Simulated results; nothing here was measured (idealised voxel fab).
Process module in this document: voxel ribs on slabs
In the cross-section labelled cut, the width is 175 nm and each square cell is 5 nm.
This document writes a cross-section as a grid whose cells are square, and gives it as bands, listed from the top down; one or more rows of cells form a band. Band entry format. Leading values: height of top, height of bottom, nm. Remainder: materials in left-to-right order, each with its width in nm. Special words: "full width" on a single material, which then fills the band edge to edge; "empty", empty space. All heights in this document are referenced to 0, defined as the level beneath which the wafer, as received, consists entirely of one material. The lowest band is not bounded below; it extends indefinitely downward and is written in the form "from 0 down". It should be noted that a width expressed as "30->40" varies in equal increments from row to row of cells within the band, taking the value of the first number at the top row and that of the second number at the bottom row. Any step labelled "nothing different" changed none of the cells in the cross-section. "Closed void catalog" - sealed voids, min. 8 cells, no opening to top; format: width x height at distance (distance from left edge; nm throughout). It should be noted that, on the line of a given step, the content following the step's settings is a remark produced by the simulator itself with respect to that step. "overlay nm" on a masked step: distance the mask lay right of its planned place, negative for left.

These are the steps we planned for the process:
1: RECEIVE: material Si
2: DIRECTIONAL_DEP: material SiO2, thk nm 20
3: DIRECTIONAL_DEP: material SiN, thk nm 15
4: DIRECTIONAL_DEP: material aC, thk nm 10
5: PATTERN: tone cover, mask id RIB, material resist, width nm 25, thk nm 25, overlay nm 0
6: DIRECTIONAL_ETCH: etch materials aC, depth nm 10
7: STRIP: etch materials resist
8: DIRECTIONAL_ETCH: etch materials SiN, depth nm 5
9: STRIP: etch materials aC
10: MASKED_ETCH: tone cover, mask id SLAB, width nm 85, etch materials SiN, depth nm 10, overlay nm 0
11: FILL_DEP: material SiO2, thk nm 25
12: CMP: height nm 50
13: DIRECTIONAL_DEP: material W, thk nm 5
14: DIRECTIONAL_DEP: material aC, thk nm 10
15: PATTERN: tone cover, mask id HEATER, material resist, width nm 35, thk nm 25, overlay nm 0
16: DIRECTIONAL_ETCH: etch materials aC, depth nm 10
17: STRIP: etch materials resist
18: DIRECTIONAL_ETCH: etch materials W, depth nm 5
19: STRIP: etch materials aC
20: CONFORMAL_DEP: material SiO2, thk nm 5

First out of two wafers; run went to plan:

Cross-section, incoming material, after step 1:
* from 0 down: Si full width
* Closed void catalog: none

The wafer, seen in cross-section, after step 2:
* from 20 to 0: SiO2 full width
* Whatever lies below 0 is exactly as it was before.

The wafer, seen in cross-section, after step 3:
* from 35 to 20: SiN full width
* Whatever lies below 20 is exactly as it was before.

The wafer, seen in cross-section, after step 4:
* from 45 to 35: aC full width
* Whatever lies below 35 is exactly as it was before.

The wafer, seen in cross-section, after step 5:
* from 70 to 45: empty=75; resist=25; empty=75
* Whatever lies below 45 is exactly as it was before.

The wafer, seen in cross-section, after step 6:
* from 60 to 45: empty=75; resist=25; empty=75
* from 45 to 35: empty=75; aC=25; empty=75
* Whatever lies below 35 is exactly as it was before.

The wafer, seen in cross-section, after step 7:
* from 45 to 35: empty=75; aC=25; empty=75
* Whatever lies below 35 is exactly as it was before.

The wafer, seen in cross-section, after step 8:
* from 45 to 35: empty=75; aC=25; empty=75
* from 35 to 30: empty=75; SiN=25; empty=75
* Whatever lies below 30 is exactly as it was before.

The wafer, seen in cross-section, after step 9:
* from 35 to 30: empty=75; SiN=25; empty=75
* Whatever lies below 30 is exactly as it was before.

The wafer, seen in cross-section, after step 10:
* from 35 to 30: empty=75; SiN=25; empty=75
* from 30 to 20: empty=45; SiN=85; empty=45
* Whatever lies below 20 is exactly as it was before.

The wafer, seen in cross-section, after step 11:
* from 60 to 35: SiO2 full width
* from 35 to 30: SiO2=75; SiN=25; SiO2=75
* from 30 to 20: SiO2=45; SiN=85; SiO2=45
* Whatever lies below 20 is exactly as it was before.

The wafer, seen in cross-section, after step 12:
* from 50 to 35: SiO2 full width
* Whatever lies below 35 is exactly as it was before.

The wafer, seen in cross-section, after step 13:
* from 55 to 50: W full width
* Whatever lies below 50 is exactly as it was before.

The wafer, seen in cross-section, after step 14:
* from 65 to 55: aC full width
* Whatever lies below 55 is exactly as it was before.

The wafer, seen in cross-section, after step 15:
* from 90 to 65: empty=70; resist=35; empty=70
* Whatever lies below 65 is exactly as it was before.

The wafer, seen in cross-section, after step 16:
* from 80 to 65: empty=70; resist=35; empty=70
* from 65 to 55: empty=70; aC=35; empty=70
* Whatever lies below 55 is exactly as it was before.

The wafer, seen in cross-section, after step 17:
* from 65 to 55: empty=70; aC=35; empty=70
* Whatever lies below 55 is exactly as it was before.

The wafer, seen in cross-section, after step 18:
* from 65 to 55: empty=70; aC=35; empty=70
* from 55 to 50: empty=70; W=35; empty=70
* Whatever lies below 50 is exactly as it was before.

The wafer, seen in cross-section, after step 19:
* from 55 to 50: empty=70; W=35; empty=70
* Whatever lies below 50 is exactly as it was before.

The wafer, seen in cross-section, after step 20:
* from 60 to 55: empty=65; SiO2=45; empty=65
* from 55 to 50: SiO2=70; W=35; SiO2=70
* Whatever lies below 50 is exactly as it was before.

The Second Wafer: Common Origin and Plan, One Mistake in Execution, Identical to the First Through Step 2:

Cross-section of the second wafer corresponding to the planned conclusion of step 3:
* from 30 to 20: aC full width
* Whatever lies below 20 is exactly as it was before.

Cross-section of the second wafer corresponding to the planned conclusion of step 4:
* from 45 to 30: SiN full width
* Whatever lies below 30 is exactly as it was before.

Cross-section of the second wafer corresponding to the planned conclusion of step 5:
* from 70 to 45: empty=75; resist=25; empty=75
* Whatever lies below 45 is exactly as it was before.

Cross-section of the second wafer corresponding to the planned conclusion of step 6:
* from 60 to 45: empty=75; resist=25; empty=75
* Whatever lies below 45 is exactly as it was before.

Cross-section of the second wafer corresponding to the planned conclusion of step 7:
* from 45 to 30: SiN full width
* Whatever lies below 30 is exactly as it was before.

Cross-section of the second wafer corresponding to the planned conclusion of step 8:
* from 40 to 30: SiN full width
* Whatever lies below 30 is exactly as it was before.

Cross-section of the second wafer corresponding to the planned conclusion of step 9: nothing different

Cross-section of the second wafer corresponding to the planned conclusion of step 10:
* from 40 to 30: empty=45; SiN=85; empty=45
* Whatever lies below 30 is exactly as it was before.

Cross-section of the second wafer corresponding to the planned conclusion of step 11:
* from 65 to 40: SiO2 full width
* from 40 to 30: SiO2=45; SiN=85; SiO2=45
* Whatever lies below 30 is exactly as it was before.

Cross-section of the second wafer corresponding to the planned conclusion of step 12:
* from 50 to 40: SiO2 full width
* Whatever lies below 40 is exactly as it was before.

Cross-section of the second wafer corresponding to the planned conclusion of step 13:
* from 55 to 50: W full width
* Whatever lies below 50 is exactly as it was before.

Cross-section of the second wafer corresponding to the planned conclusion of step 14:
* from 65 to 55: aC full width
* Whatever lies below 55 is exactly as it was before.

Cross-section of the second wafer corresponding to the planned conclusion of step 15:
* from 90 to 65: empty=70; resist=35; empty=70
* Whatever lies below 65 is exactly as it was before.

Cross-section of the second wafer corresponding to the planned conclusion of step 16:
* from 80 to 65: empty=70; resist=35; empty=70
* from 65 to 55: empty=70; aC=35; empty=70
* Whatever lies below 55 is exactly as it was before.

Cross-section of the second wafer corresponding to the planned conclusion of step 17:
* from 65 to 55: empty=70; aC=35; empty=70
* Whatever lies below 55 is exactly as it was before.

Cross-section of the second wafer corresponding to the planned conclusion of step 18:
* from 65 to 55: empty=70; aC=35; empty=70
* from 55 to 50: empty=70; W=35; empty=70
* Whatever lies below 50 is exactly as it was before.

Cross-section of the second wafer corresponding to the planned conclusion of step 19:
* from 55 to 50: empty=70; W=35; empty=70
* Whatever lies below 50 is exactly as it was before.

Cross-section of the second wafer corresponding to the planned conclusion of step 20:
* from 60 to 55: empty=65; SiO2=45; empty=65
* from 55 to 50: SiO2=70; W=35; SiO2=70
* Whatever lies below 50 is exactly as it was before.
The plan and the run diverged here: deviation from plan: step 4 and step 3 executed in one another's positions
Final comparison by cell count, materials where the second wafer has more or fewer than the first: 5 fewer of SiN | 65 fewer of SiO2 | 70 more of aC
